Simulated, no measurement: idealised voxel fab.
process module | voxel double patterning
cross-section cut | 180 nm wide | cells 5 nm
A cross-section is a grid of square cells, given in bands from the top down. A band is one or more rows of cells.
Each band's line starts with the height of the band's top and of its bottom, in nm. Then come its materials from left to right, each with its width in nm. One material with "throughout" fills the band from edge to edge. "air" is empty space.
Height 0 is the level under which the wafer as received is all one material. The lowest band goes on downwards, as in "0 down".
A width such as "30 to 40" changes by the same amount from each row of cells to the next, from the band's top row to its bottom row.
"no change" after a step means that no cell of the cross-section changed.
closed voids: empty space of 8 cells or more with no open way to the top, each as width x height at its distance from the left edge, in nm
after a step's settings: what the simulator itself notes on the step
overlay nm, on a step with a mask: how far to the right of its planned place the mask lay; to the left if negative
plan
1 op RECEIVE | material Si
2 op CONFORMAL_DEP | material SiO2 | thk nm 10
3 op DIRECTIONAL_DEP | material polySi | thk nm 10
4 op DIRECTIONAL_DEP | material SiN | thk nm 10
5 op MASKED_ETCH | tone open | mask id FIRST | width nm 15 | pitch nm 50 | etch materials SiN | depth nm 10 | overlay nm 0
6 op DIRECTIONAL_DEP | material aC | thk nm 15
7 op PATTERN | tone open | mask id SECOND | material resist | width nm 15 | thk nm 35 | overlay nm 0
8 op DIRECTIONAL_ETCH | etch materials aC | depth nm 15
9 op STRIP | etch materials resist
10 op DIRECTIONAL_ETCH | etch materials SiN | depth nm 10
11 op STRIP | etch materials aC
12 op DIRECTIONAL_ETCH | etch materials polySi | depth nm 10
13 op STRIP | etch materials SiN
as received, after step 1
  0 down: Si throughout
  closed voids: none
a wafer at the end: this start, this plan, one mistake
  20 to 10: polySi 65 | air 30 | polySi 20 | air 15 | polySi 50
  10 to 0: SiO2 throughout
  0 down: Si throughout
  closed voids: none
what went wrong: step 5 ran as: op MASKED_ETCH | tone open | mask id FIRST | width nm 15 | pitch nm 50 | etch materials SiN | depth nm 10 | overlay nm 10
